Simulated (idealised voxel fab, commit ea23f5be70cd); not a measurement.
process module | voxel transistor to metal
cross-section cut | 170 nm wide | cells 5 nm
A cross-section is a grid of square cells, given in bands from the top down. A band is one or more rows of cells.
Each band's line starts with the height of the band's top and of its bottom, in nm. Then come its materials from left to right, each with its width in nm. One material with "throughout" fills the band from edge to edge. "air" is empty space.
Height 0 is the level under which the wafer as received is all one material. The lowest band goes on downwards, as in "0 down".
A width such as "30 to 40" changes by the same amount from each row of cells to the next, from the band's top row to its bottom row.
"no change" after a step means that no cell of the cross-section changed.
closed voids: empty space of 8 cells or more with no open way to the top, each as width x height at its distance from the left edge, in nm
after a step's settings: what the simulator itself notes on the step
overlay nm, on a step with a mask: how far to the right of its planned place the mask lay; to the left if negative
plan
1 op RECEIVE | material Si
2 op CONFORMAL_DEP | material SiO2 | thk nm 5
3 op CONFORMAL_DEP | material SiN | thk nm 15
4 op PATTERN | tone cover | mask id ACTIVE | material resist | width nm 85 | thk nm 20 | overlay nm 0
5 op DIRECTIONAL_ETCH | etch materials SiN | depth nm 15
6 op DIRECTIONAL_ETCH | etch materials SiO2 | depth nm 5
7 op DIRECTIONAL_ETCH | etch materials Si | depth nm 25
8 op STRIP | etch materials resist
9 op OXIDIZE | depth nm 5
10 op FILL_DEP | material SiO2 | thk nm 5
11 op CMP | height nm 20
12 op SELECTIVE_ETCH | etch materials SiO2 | depth nm 5
13 op STRIP | etch materials SiN
14 op SELECTIVE_ETCH | etch materials SiO2 | depth nm 5
15 op OXIDIZE | depth nm 5
16 op DIRECTIONAL_DEP | material polySi | thk nm 25
17 op DIRECTIONAL_DEP | material SiCN | thk nm 15
18 op PATTERN | tone cover | mask id GATE | material resist | width nm 15 | thk nm 20 | overlay nm 0
19 op DIRECTIONAL_ETCH | etch materials SiCN | depth nm 25
20 op DIRECTIONAL_ETCH | etch materials polySi | depth nm 35
21 op STRIP | etch materials resist
22 op CONFORMAL_DEP | material SiN | thk nm 10
23 op DIRECTIONAL_ETCH | etch materials SiN | depth nm 10
24 op DIRECTIONAL_ETCH | etch materials SiO2 | depth nm 5
25 op DIRECTIONAL_ETCH | etch materials Si | depth nm 15
26 op EPI | material nSi | thk nm 15
27 op FILL_DEP | material SiO2 | thk nm 5
28 op CMP | height nm 40
29 op DIRECTIONAL_DEP | material SiO2 | thk nm 15
30 op MASKED_ETCH | tone open | mask id CONTACT | width nm 15 | pitch nm 60 | etch materials SiO2 | depth nm 60 | overlay nm 0
31 op CONFORMAL_DEP | material TiN | thk nm 5
32 op FILL_DEP | material Ru | thk nm 5
33 op CMP | height nm 55
34 op DIRECTIONAL_DEP | material TiN | thk nm 5
35 op DIRECTIONAL_DEP | material Ru | thk nm 15
36 op MASKED_ETCH | tone cover | mask id METAL_1 | width nm 15 | pitch nm 60 | etch materials Ru | depth nm 15 | overlay nm 0
37 op MASKED_ETCH | tone cover | mask id METAL_1 | width nm 15 | pitch nm 60 | etch materials TiN | depth nm 5 | overlay nm 0
38 op FILL_DEP | material lowk | thk nm 10
39 op CMP | height nm 75
40 op CONFORMAL_DEP | material SiCN | thk nm 5
41 op DIRECTIONAL_DEP | material SiO2 | thk nm 25
42 op PATTERN | tone open | mask id METAL_2 | material resist | width nm 15 | pitch nm 60 | thk nm 15 | overlay nm 0
43 op DIRECTIONAL_ETCH | etch materials SiO2 | depth nm 15
44 op STRIP | etch materials resist
45 op DIRECTIONAL_DEP | material aC | thk nm 15
46 op PATTERN | tone open | mask id METAL_2_HOLES | material resist | width nm 15 | pitch nm 60 | thk nm 35 | overlay nm 0
47 op DIRECTIONAL_ETCH | etch materials aC | depth nm 15
48 op STRIP | etch materials resist
49 op DIRECTIONAL_ETCH | etch materials SiO2 | depth nm 10
50 op DIRECTIONAL_ETCH | etch materials SiCN | depth nm 5
51 op STRIP | etch materials aC
52 op CONFORMAL_DEP | material TiN | thk nm 5
53 op FILL_DEP | material Ru | thk nm 5
54 op CMP | height nm 105
55 op CONFORMAL_DEP | material SiCN | thk nm 5
as received, after step 1
  0 down: Si throughout
  closed voids: none
first wafer at the end, as planned
  110 to 105: SiCN throughout
  105 to 80: SiO2 45 | TiN 5 | Ru 5 | TiN 5 | SiO2 45 | TiN 5 | Ru 5 | TiN 5 | SiO2 50
  80 to 75: SiCN 45 | TiN 15 | SiCN 45 | TiN 15 | SiCN 50
  75 to 60: lowk 45 | Ru 15 | lowk 45 | Ru 15 | lowk 50
  60 to 55: lowk 45 | TiN 15 | lowk 45 | TiN 15 | lowk 50
  55 to 40: SiO2 45 | TiN 5 | Ru 5 | TiN 5 | SiO2 45 | TiN 5 | Ru 5 | TiN 5 | SiO2 50
  40 to 25: SiO2 45 | TiN 5 | Ru 5 | TiN 5 | SiO2 5 | SiN 10 | SiCN 15 | SiN 10 | SiO2 5 | TiN 5 | Ru 5 | TiN 5 | SiO2 50
  25 to 15: SiO2 45 | TiN 5 | Ru 5 | TiN 5 | SiO2 5 | SiN 10 | polySi 15 | SiN 10 | SiO2 5 | TiN 5 | Ru 5 | TiN 5 | SiO2 50
  15 to 10: SiO2 45 | TiN 15 | SiO2 5 | SiN 10 | polySi 15 | SiN 10 | SiO2 5 | TiN 15 | SiO2 50
  10 to 0: SiO2 35 | SiN 10 | TiN 5 | nSi 15 | SiN 10 | polySi 15 | SiN 10 | nSi 15 | TiN 5 | SiN 10 | SiO2 40
  0 to -5: SiO2 45 | TiN 5 | nSi 15 | SiO2 35 | nSi 15 | TiN 5 | SiO2 50
  -5 to -20: SiO2 45 | nSi 20 | Si 35 | nSi 20 | SiO2 50
  -20 to -30: SiO2 45 | Si 75 | SiO2 50
  -30 down: Si throughout
  closed voids: none
second wafer at the end: like start, like plan, one mistake
  110 to 105: SiCN throughout
  105 to 80: SiO2 45 | TiN 5 | Ru 5 | TiN 5 | SiO2 45 | TiN 5 | Ru 5 | TiN 5 | SiO2 50
  80 to 75: SiCN 45 | TiN 15 | SiCN 45 | TiN 15 | SiCN 50
  75 to 60: lowk 45 | Ru 15 | lowk 45 | Ru 15 | lowk 50
  60 to 55: lowk 45 | TiN 15 | lowk 45 | TiN 15 | lowk 50
  55 to 40: SiO2 45 | TiN 5 | Ru 5 | TiN 5 | SiO2 45 | TiN 5 | Ru 5 | TiN 5 | SiO2 50
  40 to 25: SiO2 45 | TiN 5 | Ru 5 | TiN 5 | SiO2 5 | SiN 10 | SiCN 15 | SiN 10 | SiO2 5 | TiN 5 | Ru 5 | TiN 5 | SiO2 50
  25 to 15: SiO2 45 | TiN 5 | Ru 5 | TiN 5 | SiO2 5 | SiN 10 | polySi 15 | SiN 10 | SiO2 5 | TiN 5 | Ru 5 | TiN 5 | SiO2 50
  15 to 10: SiO2 45 | TiN 15 | SiO2 5 | SiN 10 | polySi 15 | SiN 10 | SiO2 5 | TiN 15 | SiO2 50
  10 to 0: SiO2 35 | SiN 10 | SiO2 5 | nSi 15 | SiN 10 | polySi 15 | SiN 10 | nSi 15 | SiO2 5 | SiN 10 | SiO2 40
  0 to -5: SiO2 50 | nSi 15 | SiO2 35 | nSi 15 | SiO2 55
  -5 to -20: SiO2 45 | nSi 20 | Si 35 | nSi 20 | SiO2 50
  -20 to -30: SiO2 45 | Si 75 | SiO2 50
  -30 down: Si throughout
  closed voids: none
what went wrong: step 29 was run twice
at the end the second wafer has, in cells: 6 more of SiO2 | 6 fewer of TiN
